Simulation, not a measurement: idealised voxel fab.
The document below concerns the process module designated voxel transistor to metal.
It is cross-section cut that appears here, measuring 160 nm in width, its square cells being 5 nm in size.
How to read a cross-section here: the picture is a grid of square cells, written as bands going from the top down, and any band can span one or more rows of cells.
In this notation a band is specified by the heights of its top and bottom, in that order and in nm, after which its materials appear from left to right, each paired with its width in nm. The word "all across" attached to a single material means that material fills the band from edge to edge; the word "empty" stands for empty space.
Height is counted from the level 0, under which the received wafer is composed throughout of one material. The lowest of the bands is not closed at the bottom but continues downward, in the notation "0 down".
Think of "30->40" as a width that walks from the first number to the second as you go down the band, top row to bottom row, taking equal-sized steps from row to row.
Key: "remained the same" - step with no changed cell in the cross-section.
The entry "Catalogued sealed voids" lists the empty spaces that cover at least 8 cells and have no open path to the top. Each is written as width x height at distance, where the distance is measured from the left edge and all three values are in nm.
The remark found on a step's line after its settings is issued by the simulator itself and pertains to that step.
For masked steps, "overlay nm" on the step line gives how far right of plan the mask actually lay; a minus sign means it lay to the left.
[The steps planned for the process are as follows]
1. RECEIVE (material Si)
2. CONFORMAL_DEP (material SiO2; thk nm 5)
3. CONFORMAL_DEP (material SiN; thk nm 10)
4. MASKED_ETCH (tone cover; mask id ACTIVE; width nm 115; etch materials SiN; depth nm 10; overlay nm 0)
5. MASKED_ETCH (tone cover; mask id ACTIVE; width nm 115; etch materials SiO2; depth nm 5; overlay nm 0)
6. MASKED_ETCH (tone cover; mask id ACTIVE; width nm 115; etch materials Si; depth nm 30; overlay nm 0)
7. OXIDIZE (depth nm 5)
8. FILL_DEP (material SiO2; thk nm 15)
9. CMP (height nm 15)
10. SELECTIVE_ETCH (etch materials SiO2; depth nm 10)
11. STRIP (etch materials SiN)
12. SELECTIVE_ETCH (etch materials SiO2; depth nm 5)
13. OXIDIZE (depth nm 5)
14. DIRECTIONAL_DEP (material polySi; thk nm 25)
15. DIRECTIONAL_DEP (material SiCN; thk nm 10)
16. PATTERN (tone cover; mask id GATE; material resist; width nm 25; thk nm 20; overlay nm 0)
17. DIRECTIONAL_ETCH (etch materials SiCN; depth nm 20)
18. DIRECTIONAL_ETCH (etch materials polySi; depth nm 35)
19. STRIP (etch materials resist)
20. CONFORMAL_DEP (material SiO2; thk nm 5)
21. DIRECTIONAL_ETCH (etch materials SiO2; depth nm 5)
22. CONFORMAL_DEP (material SiN; thk nm 5)
23. DIRECTIONAL_ETCH (etch materials SiN; depth nm 5)
24. DIRECTIONAL_ETCH (etch materials SiO2; depth nm 5)
25. EPI (material pSi; thk nm 5)
26. FILL_DEP (material SiO2; thk nm 10)
27. CMP (height nm 35)
28. DIRECTIONAL_DEP (material SiO2; thk nm 10)
29. MASKED_ETCH (tone open; mask id CONTACT; width nm 35; pitch nm 70; etch materials SiO2; depth nm 45; overlay nm 0)
30. CONFORMAL_DEP (material TiN; thk nm 5)
31. FILL_DEP (material Ru; thk nm 10)
32. CMP (height nm 45)
33. CONFORMAL_DEP (material SiN; thk nm 5)
34. DIRECTIONAL_DEP (material lowk; thk nm 20)
35. PATTERN (tone open; mask id METAL_1; material resist; width nm 20; pitch nm 85; thk nm 20; overlay nm 0)
36. DIRECTIONAL_ETCH (etch materials lowk; depth nm 20)
37. DIRECTIONAL_ETCH (etch materials SiN; depth nm 5)
38. STRIP (etch materials resist)
39. CONFORMAL_DEP (material TiN; thk nm 5)
40. FILL_DEP (material W; thk nm 5)
41. CMP (height nm 70)
42. EPI (material Ru; thk nm 5)
43. FILL_DEP (material SiCN; thk nm 5)
[First of two wafers: run as planned]
[Step 1 complete: cross-section of the wafer as received]
  0 down: Si all across
  Catalogued sealed voids: none
[Step 2 done - wafer cross-section]
  5 to 0: SiO2 all across
  Beneath the level 0, the cross-section is identical to its previous state.
[Step 3 done - wafer cross-section]
  15 to 5: SiN all across
  Beneath the level 5, the cross-section is identical to its previous state.
[Step 4 done - wafer cross-section]
  15 to 5: empty 20 nm | SiN 115 nm | empty 25 nm
  Beneath the level 5, the cross-section is identical to its previous state.
[Step 5 done - wafer cross-section]
  15 to 5: empty 20 nm | SiN 115 nm | empty 25 nm
  5 to 0: empty 20 nm | SiO2 115 nm | empty 25 nm
  Beneath the level 0, the cross-section is identical to its previous state.
[Step 6 done - wafer cross-section]
  15 to 5: empty 20 nm | SiN 115 nm | empty 25 nm
  5 to 0: empty 20 nm | SiO2 115 nm | empty 25 nm
  0 to -30: empty 20 nm | Si 115 nm | empty 25 nm
  Beneath the level -30, the cross-section is identical to its previous state.
[Step 7 done - wafer cross-section]
  15 to 5: empty 20 nm | SiN 115 nm | empty 25 nm
  5 to 0: empty 20 nm | SiO2 115 nm | empty 25 nm
  0 to -30: empty 20 nm | SiO2 5 nm | Si 105 nm | SiO2 5 nm | empty 25 nm
  -30 to -35: SiO2 25 nm | Si 105 nm | SiO2 30 nm
  Beneath the level -35, the cross-section is identical to its previous state.
[Step 8 done - wafer cross-section]
  30 to 15: SiO2 all across
  15 to 5: SiO2 20 nm | SiN 115 nm | SiO2 25 nm
  5 to 0: SiO2 all across
  0 to -35: SiO2 25 nm | Si 105 nm | SiO2 30 nm
  Beneath the level -35, the cross-section is identical to its previous state.
[Step 9 done - wafer cross-section]
  15 to 5: SiO2 20 nm | SiN 115 nm | SiO2 25 nm
  Beneath the level 5, the cross-section is identical to its previous state.
[Step 10 done - wafer cross-section]
  15 to 5: empty 20 nm | SiN 115 nm | empty 25 nm
  Beneath the level 5, the cross-section is identical to its previous state.
[Step 11 done - wafer cross-section]
  5 to 0: SiO2 all across
  Beneath the level 0, the cross-section is identical to its previous state.
[Step 12 done - wafer cross-section]
  0 to -35: SiO2 25 nm | Si 105 nm | SiO2 30 nm
  Beneath the level -35, the cross-section is identical to its previous state.
[Step 13 done - wafer cross-section]
  0 to -5: SiO2 all across
  Beneath the level -5, the cross-section is identical to its previous state.
[Step 14 done - wafer cross-section]
  25 to 0: polySi all across
  Beneath the level 0, the cross-section is identical to its previous state.
[Step 15 done - wafer cross-section]
  35 to 25: SiCN all across
  Beneath the level 25, the cross-section is identical to its previous state.
[Step 16 done - wafer cross-section]
  55 to 35: empty 65 nm | resist 25 nm | empty 70 nm
  Beneath the level 35, the cross-section is identical to its previous state.
[Step 17 done - wafer cross-section]
  55 to 35: empty 65 nm | resist 25 nm | empty 70 nm
  35 to 25: empty 65 nm | SiCN 25 nm | empty 70 nm
  Beneath the level 25, the cross-section is identical to its previous state.
[Step 18 done - wafer cross-section]
  55 to 35: empty 65 nm | resist 25 nm | empty 70 nm
  35 to 25: empty 65 nm | SiCN 25 nm | empty 70 nm
  25 to 0: empty 65 nm | polySi 25 nm | empty 70 nm
  Beneath the level 0, the cross-section is identical to its previous state.
[Step 19 done - wafer cross-section]
  35 to 25: empty 65 nm | SiCN 25 nm | empty 70 nm
  Beneath the level 25, the cross-section is identical to its previous state.
[Step 20 done - wafer cross-section]
  40 to 35: empty 60 nm | SiO2 35 nm | empty 65 nm
  35 to 25: empty 60 nm | SiO2 5 nm | SiCN 25 nm | SiO2 5 nm | empty 65 nm
  25 to 5: empty 60 nm | SiO2 5 nm | polySi 25 nm | SiO2 5 nm | empty 65 nm
  5 to 0: SiO2 65 nm | polySi 25 nm | SiO2 70 nm
  Beneath the level 0, the cross-section is identical to its previous state.
[Step 21 done - wafer cross-section]
  35 to 25: empty 60 nm | SiO2 5 nm | SiCN 25 nm | SiO2 5 nm | empty 65 nm
  25 to 0: empty 60 nm | SiO2 5 nm | polySi 25 nm | SiO2 5 nm | empty 65 nm
  Beneath the level 0, the cross-section is identical to its previous state.
[Step 22 done - wafer cross-section]
  40 to 35: empty 55 nm | SiN 45 nm | empty 60 nm
  35 to 25: empty 55 nm | SiN 5 nm | SiO2 5 nm | SiCN 25 nm | SiO2 5 nm | SiN 5 nm | empty 60 nm
  25 to 5: empty 55 nm | SiN 5 nm | SiO2 5 nm | polySi 25 nm | SiO2 5 nm | SiN 5 nm | empty 60 nm
  5 to 0: SiN 60 nm | SiO2 5 nm | polySi 25 nm | SiO2 5 nm | SiN 65 nm
  Beneath the level 0, the cross-section is identical to its previous state.
[Step 23 done - wafer cross-section]
  35 to 25: empty 55 nm | SiN 5 nm | SiO2 5 nm | SiCN 25 nm | SiO2 5 nm | SiN 5 nm | empty 60 nm
  25 to 0: empty 55 nm | SiN 5 nm | SiO2 5 nm | polySi 25 nm | SiO2 5 nm | SiN 5 nm | empty 60 nm
  Beneath the level 0, the cross-section is identical to its previous state.
[Step 24 done - wafer cross-section]
  35 to 30: empty 55 nm | SiN 5 nm | empty 5 nm | SiCN 25 nm | empty 5 nm | SiN 5 nm | empty 60 nm
  30 to 25: empty 55 nm | SiN 5 nm | SiO2 5 nm | SiCN 25 nm | SiO2 5 nm | SiN 5 nm | empty 60 nm
  25 to 0: empty 55 nm | SiN 5 nm | SiO2 5 nm | polySi 25 nm | SiO2 5 nm | SiN 5 nm | empty 60 nm
  0 to -5: empty 55 nm | SiO2 45 nm | empty 60 nm
  Beneath the level -5, the cross-section is identical to its previous state.
[Step 25 done - wafer cross-section]
  35 to 30: empty 55 nm | SiN 5 nm | empty 5 nm | SiCN 25 nm | empty 5 nm | SiN 5 nm | empty 60 nm
  30 to 25: empty 55 nm | SiN 5 nm | SiO2 5 nm | SiCN 25 nm | SiO2 5 nm | SiN 5 nm | empty 60 nm
  25 to 0: empty 55 nm | SiN 5 nm | SiO2 5 nm | polySi 25 nm | SiO2 5 nm | SiN 5 nm | empty 60 nm
  0 to -5: empty 20 nm | pSi 35 nm | SiO2 45 nm | pSi 35 nm | empty 25 nm
  Beneath the level -5, the cross-section is identical to its previous state.
[Step 26 done - wafer cross-section]
  45 to 35: SiO2 all across
  35 to 25: SiO2 55 nm | SiN 5 nm | SiO2 5 nm | SiCN 25 nm | SiO2 5 nm | SiN 5 nm | SiO2 60 nm
  25 to 0: SiO2 55 nm | SiN 5 nm | SiO2 5 nm | polySi 25 nm | SiO2 5 nm | SiN 5 nm | SiO2 60 nm
  0 to -5: SiO2 20 nm | pSi 35 nm | SiO2 45 nm | pSi 35 nm | SiO2 25 nm
  Beneath the level -5, the cross-section is identical to its previous state.
[Step 27 done - wafer cross-section]
  35 to 25: SiO2 55 nm | SiN 5 nm | SiO2 5 nm | SiCN 25 nm | SiO2 5 nm | SiN 5 nm | SiO2 60 nm
  Beneath the level 25, the cross-section is identical to its previous state.
[Step 28 done - wafer cross-section]
  45 to 35: SiO2 all across
  Beneath the level 35, the cross-section is identical to its previous state.
[Step 29 done - wafer cross-section]
  45 to 35: SiO2 25 nm | empty 35 nm | SiO2 35 nm | empty 35 nm | SiO2 30 nm
  35 to 25: SiO2 25 nm | empty 30 nm | SiN 5 nm | SiO2 5 nm | SiCN 25 nm | SiO2 5 nm | SiN 5 nm | empty 30 nm | SiO2 30 nm
  25 to 0: SiO2 25 nm | empty 30 nm | SiN 5 nm | SiO2 5 nm | polySi 25 nm | SiO2 5 nm | SiN 5 nm | empty 30 nm | SiO2 30 nm
  Beneath the level 0, the cross-section is identical to its previous state.
[Step 30 done - wafer cross-section]
  50 to 45: TiN 30 nm | empty 25 nm | TiN 45 nm | empty 25 nm | TiN 35 nm
  45 to 35: SiO2 25 nm | TiN 5 nm | empty 25->20 nm | TiN 5->10 nm | SiO2 35 nm | TiN 5->10 nm | empty 25->20 nm | TiN 5 nm | SiO2 30 nm
  35 to 25: SiO2 25 nm | TiN 5 nm | empty 20 nm | TiN 5 nm | SiN 5 nm | SiO2 5 nm | SiCN 25 nm | SiO2 5 nm | SiN 5 nm | TiN 5 nm | empty 20 nm | TiN 5 nm | SiO2 30 nm
  25 to 5: SiO2 25 nm | TiN 5 nm | empty 20 nm | TiN 5 nm | SiN 5 nm | SiO2 5 nm | polySi 25 nm | SiO2 5 nm | SiN 5 nm | TiN 5 nm | empty 20 nm | TiN 5 nm | SiO2 30 nm
  5 to 0: SiO2 25 nm | TiN 30 nm | SiN 5 nm | SiO2 5 nm | polySi 25 nm | SiO2 5 nm | SiN 5 nm | TiN 30 nm | SiO2 30 nm
  Beneath the level 0, the cross-section is identical to its previous state.
[Step 31 done - wafer cross-section]
  60 to 50: Ru all across
  50 to 45: TiN 30 nm | Ru 25 nm | TiN 45 nm | Ru 25 nm | TiN 35 nm
  45 to 35: SiO2 25 nm | TiN 5 nm | Ru 25->20 nm | TiN 5->10 nm | SiO2 35 nm | TiN 5->10 nm | Ru 25->20 nm | TiN 5 nm | SiO2 30 nm
  35 to 25: SiO2 25 nm | TiN 5 nm | Ru 20 nm | TiN 5 nm | SiN 5 nm | SiO2 5 nm | SiCN 25 nm | SiO2 5 nm | SiN 5 nm | TiN 5 nm | Ru 20 nm | TiN 5 nm | SiO2 30 nm
  25 to 5: SiO2 25 nm | TiN 5 nm | Ru 20 nm | TiN 5 nm | SiN 5 nm | SiO2 5 nm | polySi 25 nm | SiO2 5 nm | SiN 5 nm | TiN 5 nm | Ru 20 nm | TiN 5 nm | SiO2 30 nm
  Beneath the level 5, the cross-section is identical to its previous state.
[Step 32 done - wafer cross-section]
  45 to 35: SiO2 25 nm | TiN 5 nm | Ru 25->20 nm | TiN 5->10 nm | SiO2 35 nm | TiN 5->10 nm | Ru 25->20 nm | TiN 5 nm | SiO2 30 nm
  Beneath the level 35, the cross-section is identical to its previous state.
[Step 33 done - wafer cross-section]
  50 to 45: SiN all across
  Beneath the level 45, the cross-section is identical to its previous state.
[Step 34 done - wafer cross-section]
  70 to 50: lowk all across
  Beneath the level 50, the cross-section is identical to its previous state.
[Step 35 done - wafer cross-section]
  90 to 70: resist 25 nm | empty 20 nm | resist 65 nm | empty 20 nm | resist 30 nm
  Beneath the level 70, the cross-section is identical to its previous state.
[Step 36 done - wafer cross-section]
  90 to 70: resist 25 nm | empty 20 nm | resist 65 nm | empty 20 nm | resist 30 nm
  70 to 50: lowk 25 nm | empty 20 nm | lowk 65 nm | empty 20 nm | lowk 30 nm
  Beneath the level 50, the cross-section is identical to its previous state.
[Step 37 done - wafer cross-section]
  90 to 70: resist 25 nm | empty 20 nm | resist 65 nm | empty 20 nm | resist 30 nm
  70 to 50: lowk 25 nm | empty 20 nm | lowk 65 nm | empty 20 nm | lowk 30 nm
  50 to 45: SiN 25 nm | empty 20 nm | SiN 65 nm | empty 20 nm | SiN 30 nm
  Beneath the level 45, the cross-section is identical to its previous state.
[Step 38 done - wafer cross-section]
  70 to 50: lowk 25 nm | empty 20 nm | lowk 65 nm | empty 20 nm | lowk 30 nm
  Beneath the level 50, the cross-section is identical to its previous state.
[Step 39 done - wafer cross-section]
  75 to 70: TiN 30 nm | empty 10 nm | TiN 75 nm | empty 10 nm | TiN 35 nm
  70 to 50: lowk 25 nm | TiN 5 nm | empty 10 nm | TiN 5 nm | lowk 65 nm | TiN 5 nm | empty 10 nm | TiN 5 nm | lowk 30 nm
  50 to 45: SiN 25 nm | TiN 20 nm | SiN 65 nm | TiN 20 nm | SiN 30 nm
  Beneath the level 45, the cross-section is identical to its previous state.
[Step 40 done - wafer cross-section]
  80 to 75: W all across
  75 to 70: TiN 30 nm | W 10 nm | TiN 75 nm | W 10 nm | TiN 35 nm
  70 to 50: lowk 25 nm | TiN 5 nm | W 10 nm | TiN 5 nm | lowk 65 nm | TiN 5 nm | W 10 nm | TiN 5 nm | lowk 30 nm
  Beneath the level 50, the cross-section is identical to its previous state.
[Step 41 done - wafer cross-section]
  70 to 50: lowk 25 nm | TiN 5 nm | W 10 nm | TiN 5 nm | lowk 65 nm | TiN 5 nm | W 10 nm | TiN 5 nm | lowk 30 nm
  Beneath the level 50, the cross-section is identical to its previous state.
[Step 42 done - wafer cross-section]
  75 to 70: empty 20 nm | Ru 30 nm | empty 55 nm | Ru 30 nm | empty 25 nm
  Beneath the level 70, the cross-section is identical to its previous state.
[Step 43 done - wafer cross-section]
  80 to 75: SiCN all across
  75 to 70: SiCN 20 nm | Ru 30 nm | SiCN 55 nm | Ru 30 nm | SiCN 25 nm
  Beneath the level 70, the cross-section is identical to its previous state.
[Wafer two. Identical start, identical plan. One mistake in execution. Identical history through step 5]
[Second wafer at the planned finish of step 6, seen in cross-section]
  15 to 5: empty 20 nm | SiN 115 nm | empty 25 nm
  5 to 0: empty 20 nm | SiO2 115 nm | empty 25 nm
  0 to -60: empty 20 nm | Si 115 nm | empty 25 nm
  Beneath the level -60, the cross-section is identical to its previous state.
[Second wafer at the planned finish of step 7, seen in cross-section]
  15 to 5: empty 20 nm | SiN 115 nm | empty 25 nm
  5 to 0: empty 20 nm | SiO2 115 nm | empty 25 nm
  0 to -60: empty 20 nm | SiO2 5 nm | Si 105 nm | SiO2 5 nm | empty 25 nm
  -60 to -65: SiO2 25 nm | Si 105 nm | SiO2 30 nm
  Beneath the level -65, the cross-section is identical to its previous state.
[Second wafer at the planned finish of step 8, seen in cross-section]
  30 to 15: SiO2 all across
  15 to 5: SiO2 20 nm | SiN 115 nm | SiO2 25 nm
  5 to 0: SiO2 all across
  0 to -65: SiO2 25 nm | Si 105 nm | SiO2 30 nm
  Beneath the level -65, the cross-section is identical to its previous state.
[Second wafer at the planned finish of step 9, seen in cross-section]
  15 to 5: SiO2 20 nm | SiN 115 nm | SiO2 25 nm
  Beneath the level 5, the cross-section is identical to its previous state.
[Second wafer at the planned finish of step 10, seen in cross-section]
  15 to 5: empty 20 nm | SiN 115 nm | empty 25 nm
  Beneath the level 5, the cross-section is identical to its previous state.
[Second wafer at the planned finish of step 11, seen in cross-section]
  5 to 0: SiO2 all across
  Beneath the level 0, the cross-section is identical to its previous state.
[Second wafer at the planned finish of step 12, seen in cross-section]
  0 to -65: SiO2 25 nm | Si 105 nm | SiO2 30 nm
  Beneath the level -65, the cross-section is identical to its previous state.
[Second wafer at the planned finish of step 13, seen in cross-section]
  0 to -5: SiO2 all across
  Beneath the level -5, the cross-section is identical to its previous state.
[Second wafer at the planned finish of step 14, seen in cross-section]
  25 to 0: polySi all across
  Beneath the level 0, the cross-section is identical to its previous state.
[Second wafer at the planned finish of step 15, seen in cross-section]
  35 to 25: SiCN all across
  Beneath the level 25, the cross-section is identical to its previous state.
[Second wafer at the planned finish of step 16, seen in cross-section]
  55 to 35: empty 65 nm | resist 25 nm | empty 70 nm
  Beneath the level 35, the cross-section is identical to its previous state.
[Second wafer at the planned finish of step 17, seen in cross-section]
  55 to 35: empty 65 nm | resist 25 nm | empty 70 nm
  35 to 25: empty 65 nm | SiCN 25 nm | empty 70 nm
  Beneath the level 25, the cross-section is identical to its previous state.
[Second wafer at the planned finish of step 18, seen in cross-section]
  55 to 35: empty 65 nm | resist 25 nm | empty 70 nm
  35 to 25: empty 65 nm | SiCN 25 nm | empty 70 nm
  25 to 0: empty 65 nm | polySi 25 nm | empty 70 nm
  Beneath the level 0, the cross-section is identical to its previous state.
[Second wafer at the planned finish of step 19, seen in cross-section]
  35 to 25: empty 65 nm | SiCN 25 nm | empty 70 nm
  Beneath the level 25, the cross-section is identical to its previous state.
[Second wafer at the planned finish of step 20, seen in cross-section]
  40 to 35: empty 60 nm | SiO2 35 nm | empty 65 nm
  35 to 25: empty 60 nm | SiO2 5 nm | SiCN 25 nm | SiO2 5 nm | empty 65 nm
  25 to 5: empty 60 nm | SiO2 5 nm | polySi 25 nm | SiO2 5 nm | empty 65 nm
  5 to 0: SiO2 65 nm | polySi 25 nm | SiO2 70 nm
  Beneath the level 0, the cross-section is identical to its previous state.
[Second wafer at the planned finish of step 21, seen in cross-section]
  35 to 25: empty 60 nm | SiO2 5 nm | SiCN 25 nm | SiO2 5 nm | empty 65 nm
  25 to 0: empty 60 nm | SiO2 5 nm | polySi 25 nm | SiO2 5 nm | empty 65 nm
  Beneath the level 0, the cross-section is identical to its previous state.
[Second wafer at the planned finish of step 22, seen in cross-section]
  40 to 35: empty 55 nm | SiN 45 nm | empty 60 nm
  35 to 25: empty 55 nm | SiN 5 nm | SiO2 5 nm | SiCN 25 nm | SiO2 5 nm | SiN 5 nm | empty 60 nm
  25 to 5: empty 55 nm | SiN 5 nm | SiO2 5 nm | polySi 25 nm | SiO2 5 nm | SiN 5 nm | empty 60 nm
  5 to 0: SiN 60 nm | SiO2 5 nm | polySi 25 nm | SiO2 5 nm | SiN 65 nm
  Beneath the level 0, the cross-section is identical to its previous state.
[Second wafer at the planned finish of step 23, seen in cross-section]
  35 to 25: empty 55 nm | SiN 5 nm | SiO2 5 nm | SiCN 25 nm | SiO2 5 nm | SiN 5 nm | empty 60 nm
  25 to 0: empty 55 nm | SiN 5 nm | SiO2 5 nm | polySi 25 nm | SiO2 5 nm | SiN 5 nm | empty 60 nm
  Beneath the level 0, the cross-section is identical to its previous state.
[Second wafer at the planned finish of step 24, seen in cross-section]
  35 to 30: empty 55 nm | SiN 5 nm | empty 5 nm | SiCN 25 nm | empty 5 nm | SiN 5 nm | empty 60 nm
  30 to 25: empty 55 nm | SiN 5 nm | SiO2 5 nm | SiCN 25 nm | SiO2 5 nm | SiN 5 nm | empty 60 nm
  25 to 0: empty 55 nm | SiN 5 nm | SiO2 5 nm | polySi 25 nm | SiO2 5 nm | SiN 5 nm | empty 60 nm
  0 to -5: empty 55 nm | SiO2 45 nm | empty 60 nm
  Beneath the level -5, the cross-section is identical to its previous state.
[Second wafer at the planned finish of step 25, seen in cross-section]
  35 to 30: empty 55 nm | SiN 5 nm | empty 5 nm | SiCN 25 nm | empty 5 nm | SiN 5 nm | empty 60 nm
  30 to 25: empty 55 nm | SiN 5 nm | SiO2 5 nm | SiCN 25 nm | SiO2 5 nm | SiN 5 nm | empty 60 nm
  25 to 0: empty 55 nm | SiN 5 nm | SiO2 5 nm | polySi 25 nm | SiO2 5 nm | SiN 5 nm | empty 60 nm
  0 to -5: empty 20 nm | pSi 35 nm | SiO2 45 nm | pSi 35 nm | empty 25 nm
  Beneath the level -5, the cross-section is identical to its previous state.
[Second wafer at the planned finish of step 26, seen in cross-section]
  45 to 35: SiO2 all across
  35 to 25: SiO2 55 nm | SiN 5 nm | SiO2 5 nm | SiCN 25 nm | SiO2 5 nm | SiN 5 nm | SiO2 60 nm
  25 to 0: SiO2 55 nm | SiN 5 nm | SiO2 5 nm | polySi 25 nm | SiO2 5 nm | SiN 5 nm | SiO2 60 nm
  0 to -5: SiO2 20 nm | pSi 35 nm | SiO2 45 nm | pSi 35 nm | SiO2 25 nm
  Beneath the level -5, the cross-section is identical to its previous state.
[Second wafer at the planned finish of step 27, seen in cross-section]
  35 to 25: SiO2 55 nm | SiN 5 nm | SiO2 5 nm | SiCN 25 nm | SiO2 5 nm | SiN 5 nm | SiO2 60 nm
  Beneath the level 25, the cross-section is identical to its previous state.
[Second wafer at the planned finish of step 28, seen in cross-section]
  45 to 35: SiO2 all across
  Beneath the level 35, the cross-section is identical to its previous state.
[Second wafer at the planned finish of step 29, seen in cross-section]
  45 to 35: SiO2 25 nm | empty 35 nm | SiO2 35 nm | empty 35 nm | SiO2 30 nm
  35 to 25: SiO2 25 nm | empty 30 nm | SiN 5 nm | SiO2 5 nm | SiCN 25 nm | SiO2 5 nm | SiN 5 nm | empty 30 nm | SiO2 30 nm
  25 to 0: SiO2 25 nm | empty 30 nm | SiN 5 nm | SiO2 5 nm | polySi 25 nm | SiO2 5 nm | SiN 5 nm | empty 30 nm | SiO2 30 nm
  Beneath the level 0, the cross-section is identical to its previous state.
[Second wafer at the planned finish of step 30, seen in cross-section]
  50 to 45: TiN 30 nm | empty 25 nm | TiN 45 nm | empty 25 nm | TiN 35 nm
  45 to 35: SiO2 25 nm | TiN 5 nm | empty 25->20 nm | TiN 5->10 nm | SiO2 35 nm | TiN 5->10 nm | empty 25->20 nm | TiN 5 nm | SiO2 30 nm
  35 to 25: SiO2 25 nm | TiN 5 nm | empty 20 nm | TiN 5 nm | SiN 5 nm | SiO2 5 nm | SiCN 25 nm | SiO2 5 nm | SiN 5 nm | TiN 5 nm | empty 20 nm | TiN 5 nm | SiO2 30 nm
  25 to 5: SiO2 25 nm | TiN 5 nm | empty 20 nm | TiN 5 nm | SiN 5 nm | SiO2 5 nm | polySi 25 nm | SiO2 5 nm | SiN 5 nm | TiN 5 nm | empty 20 nm | TiN 5 nm | SiO2 30 nm
  5 to 0: SiO2 25 nm | TiN 30 nm | SiN 5 nm | SiO2 5 nm | polySi 25 nm | SiO2 5 nm | SiN 5 nm | TiN 30 nm | SiO2 30 nm
  Beneath the level 0, the cross-section is identical to its previous state.
[Second wafer at the planned finish of step 31, seen in cross-section]
  60 to 50: Ru all across
  50 to 45: TiN 30 nm | Ru 25 nm | TiN 45 nm | Ru 25 nm | TiN 35 nm
  45 to 35: SiO2 25 nm | TiN 5 nm | Ru 25->20 nm | TiN 5->10 nm | SiO2 35 nm | TiN 5->10 nm | Ru 25->20 nm | TiN 5 nm | SiO2 30 nm
  35 to 25: SiO2 25 nm | TiN 5 nm | Ru 20 nm | TiN 5 nm | SiN 5 nm | SiO2 5 nm | SiCN 25 nm | SiO2 5 nm | SiN 5 nm | TiN 5 nm | Ru 20 nm | TiN 5 nm | SiO2 30 nm
  25 to 5: SiO2 25 nm | TiN 5 nm | Ru 20 nm | TiN 5 nm | SiN 5 nm | SiO2 5 nm | polySi 25 nm | SiO2 5 nm | SiN 5 nm | TiN 5 nm | Ru 20 nm | TiN 5 nm | SiO2 30 nm
  Beneath the level 5, the cross-section is identical to its previous state.
[Second wafer at the planned finish of step 32, seen in cross-section]
  45 to 35: SiO2 25 nm | TiN 5 nm | Ru 25->20 nm | TiN 5->10 nm | SiO2 35 nm | TiN 5->10 nm | Ru 25->20 nm | TiN 5 nm | SiO2 30 nm
  Beneath the level 35, the cross-section is identical to its previous state.
[Second wafer at the planned finish of step 33, seen in cross-section]
  50 to 45: SiN all across
  Beneath the level 45, the cross-section is identical to its previous state.
[Second wafer at the planned finish of step 34, seen in cross-section]
  70 to 50: lowk all across
  Beneath the level 50, the cross-section is identical to its previous state.
[Second wafer at the planned finish of step 35, seen in cross-section]
  90 to 70: resist 25 nm | empty 20 nm | resist 65 nm | empty 20 nm | resist 30 nm
  Beneath the level 70, the cross-section is identical to its previous state.
[Second wafer at the planned finish of step 36, seen in cross-section]
  90 to 70: resist 25 nm | empty 20 nm | resist 65 nm | empty 20 nm | resist 30 nm
  70 to 50: lowk 25 nm | empty 20 nm | lowk 65 nm | empty 20 nm | lowk 30 nm
  Beneath the level 50, the cross-section is identical to its previous state.
[Second wafer at the planned finish of step 37, seen in cross-section]
  90 to 70: resist 25 nm | empty 20 nm | resist 65 nm | empty 20 nm | resist 30 nm
  70 to 50: lowk 25 nm | empty 20 nm | lowk 65 nm | empty 20 nm | lowk 30 nm
  50 to 45: SiN 25 nm | empty 20 nm | SiN 65 nm | empty 20 nm | SiN 30 nm
  Beneath the level 45, the cross-section is identical to its previous state.
[Second wafer at the planned finish of step 38, seen in cross-section]
  70 to 50: lowk 25 nm | empty 20 nm | lowk 65 nm | empty 20 nm | lowk 30 nm
  Beneath the level 50, the cross-section is identical to its previous state.
[Second wafer at the planned finish of step 39, seen in cross-section]
  75 to 70: TiN 30 nm | empty 10 nm | TiN 75 nm | empty 10 nm | TiN 35 nm
  70 to 50: lowk 25 nm | TiN 5 nm | empty 10 nm | TiN 5 nm | lowk 65 nm | TiN 5 nm | empty 10 nm | TiN 5 nm | lowk 30 nm
  50 to 45: SiN 25 nm | TiN 20 nm | SiN 65 nm | TiN 20 nm | SiN 30 nm
  Beneath the level 45, the cross-section is identical to its previous state.
[Second wafer at the planned finish of step 40, seen in cross-section]
  80 to 75: W all across
  75 to 70: TiN 30 nm | W 10 nm | TiN 75 nm | W 10 nm | TiN 35 nm
  70 to 50: lowk 25 nm | TiN 5 nm | W 10 nm | TiN 5 nm | lowk 65 nm | TiN 5 nm | W 10 nm | TiN 5 nm | lowk 30 nm
  Beneath the level 50, the cross-section is identical to its previous state.
[Second wafer at the planned finish of step 41, seen in cross-section]
  70 to 50: lowk 25 nm | TiN 5 nm | W 10 nm | TiN 5 nm | lowk 65 nm | TiN 5 nm | W 10 nm | TiN 5 nm | lowk 30 nm
  Beneath the level 50, the cross-section is identical to its previous state.
[Second wafer at the planned finish of step 42, seen in cross-section]
  75 to 70: empty 20 nm | Ru 30 nm | empty 55 nm | Ru 30 nm | empty 25 nm
  Beneath the level 70, the cross-section is identical to its previous state.
[Second wafer at the planned finish of step 43, seen in cross-section]
  80 to 75: SiCN all across
  75 to 70: SiCN 20 nm | Ru 30 nm | SiCN 55 nm | Ru 30 nm | SiCN 25 nm
  Beneath the level 70, the cross-section is identical to its previous state.
What went wrong in running the wafer? plan step 6 was conducted twice
Count the cells at the end and the second wafer has more or fewer of some materials than the first: Si -66 | SiO2 +66
